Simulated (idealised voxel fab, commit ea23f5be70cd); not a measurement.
Module name: voxel fin reveal (process module)
The width of the displayed cross-section, cut, is 220 nm; its cells are square, with a size of 5 nm.
Cross-section, as written here: a square-cell grid given band by band from the top down, where a band holds one or more rows of cells. Per band: top height and bottom height in nm, followed by the left-to-right materials and their widths in nm; "throughout" marks a single material spanning edge to edge, "air" marks empty space. Height 0 is the level under which the wafer as received is all one material. The lowest band goes on downwards, as in "z 0 and below". The expression "30 to 40" gives the width at the extremes of the band, the first number at its top row of cells and the second at its bottom row, with the width changing by equal amounts from each row to the next in between. "identical to before" (step): cross-section cells unchanged, all of them. The entry titled "Closed internal cavities" provides the empty spaces that have no open way to the top, restricted to those of 8 cells or more. Each is presented as width x height at distance, the distance being measured from the left edge, with all three in nm. Whatever follows a step's settings on its line is a remark the simulator itself makes about that step. overlay nm: where the mask lay relative to plan, measured to the right, on steps with a mask; negatives go left.

So here's the lineup of process steps we planned
| 1 | RECEIVE with material Si |
| 2 | CONFORMAL_DEP with material SiN, thk nm 10 |
| 3 | MASKED_ETCH with tone cover, mask id FINS, width nm 15, pitch nm 40, etch materials SiN, depth nm 10, overlay nm 0 |
| 4 | MASKED_ETCH with tone cover, mask id FINS, width nm 15, pitch nm 40, etch materials Si, depth nm 40, overlay nm 0 |
| 5 | OXIDIZE with depth nm 5 |
| 6 | FILL_DEP with material SiO2, thk nm 5 |
| 7 | CMP with height nm 10 |
| 8 | SELECTIVE_ETCH with etch materials SiO2, depth nm 40 |
| 9 | STRIP with etch materials SiN |

Cross-section of the incoming wafer, state after step 1
- z 0 and below: Si throughout
- Closed internal cavities: none

Cross-section: first of two wafers, module finished, run according to plan
- z 0 to -30: air (45), Si (5), air (35), Si (5), air (35), Si (5), air (35), Si (5), air (50)
- z -30 to -45: SiO2 (45), Si (5), SiO2 (35), Si (5), SiO2 (35), Si (5), SiO2 (35), Si (5), SiO2 (50)
- z -45 and below: Si throughout
- Closed internal cavities: none

Cross-section of the latter of the two wafers at module completion. It had an identical start and an identical plan to the former; in running it, one mistake was made
- z 10 to 0: air (40), SiN (15), air (25), SiN (15), air (25), SiN (15), air (25), SiN (15), air (45)
- z 0 to -30: air (45), Si (5), air (35), Si (5), air (35), Si (5), air (35), Si (5), air (50)
- z -30 to -45: SiO2 (45), Si (5), SiO2 (35), Si (5), SiO2 (35), Si (5), SiO2 (35), Si (5), SiO2 (50)
- z -45 and below: Si throughout
- Closed internal cavities: none
It is concluded that the wafer was processed incorrectly with respect to the plan, in that step 9 of the plan was excluded from execution and never run
Heads up, by the end the second wafer has more or fewer cells of some materials compared to the first: +24 SiN
